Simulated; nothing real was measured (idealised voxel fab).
Process module, titled voxel released beams
It is cross-section cut that appears here, measuring 175 nm in width, its square cells being 5 nm in size.
A cross-section is a grid of square cells, given in bands from the top down. A band is one or more rows of cells. Heads up on the band format: heights come first, top then bottom, in nm. After that it's the materials left to right, each with its width in nm. A single material flagged "throughout" fills the whole band edge to edge, and "blank" means there's empty space there. Counting heights begins at 0, where everything beneath is, in the wafer as received, one material. The lowest band has no bottom; it goes on downwards, as "top 0, no bottom" shows. Note: "30 to 40" means the width goes from the first number (top row of the band) to the second number (bottom row) in equal steps per row of cells. "stayed the same" after a step means that no cell of the cross-section changed. Reported under the label "Enclosed voids" are the empty spaces having no open way to the top and comprising 8 cells or more; the notation for each is width x height at distance, in which the distance is measured from the left edge and all three values are in nm. Step line, after settings: the simulator's comment on this step. overlay nm: step with mask; distance mask lay right of planned place; negative value = left of planned place.

Listed below are the process steps as planned:
1 RECEIVE, material Si
2 CONFORMAL_DEP, material SiN, thk nm 5
3 DIRECTIONAL_DEP, material SiO2, thk nm 15
4 PATTERN, tone open, mask id ANCHOR, material resist, width nm 35, thk nm 15, overlay nm 0
5 DIRECTIONAL_ETCH, etch materials SiO2, depth nm 15
6 STRIP, etch materials resist
7 CONFORMAL_DEP, material W, thk nm 15
8 DIRECTIONAL_DEP, material aC, thk nm 10
9 PATTERN, tone cover, mask id BEAM, material resist, width nm 120, thk nm 25, overlay nm 0
10 DIRECTIONAL_ETCH, etch materials aC, depth nm 10
11 STRIP, etch materials resist
12 DIRECTIONAL_ETCH, etch materials W, depth nm 15
13 STRIP, etch materials aC
14 STRIP, etch materials SiO2

Here's what the wafer looked like in cross-section when it arrived - that's after step 1:
* top 0, no bottom  Si throughout
* Enclosed voids: none

Module complete - cross-section of the first of two wafers, run according to plan:
* top 35, bottom 20  blank: 25; W: 20; blank: 5; W: 95; blank: 30
* top 20, bottom 5  blank: 30; W: 35; blank: 110
* top 5, bottom 0  SiN throughout
* top 0, no bottom  Si throughout
* Enclosed voids: none

Wafer two (of two), end-of-module cross-section: start = wafer one, plan = wafer one, one run mistake:
* top 35, bottom 20  blank: 25; W: 120; blank: 30
* top 20, bottom 5  W throughout
* top 5, bottom 0  SiN throughout
* top 0, no bottom  Si throughout
* Enclosed voids: none
What was the processing mistake? note that step 3 departed from the planned setting and was carried out as DIRECTIONAL_DEP, material W, thk nm 15
End check, counted in cells, second wafer has more or fewer of these materials than the first: 87 more of W
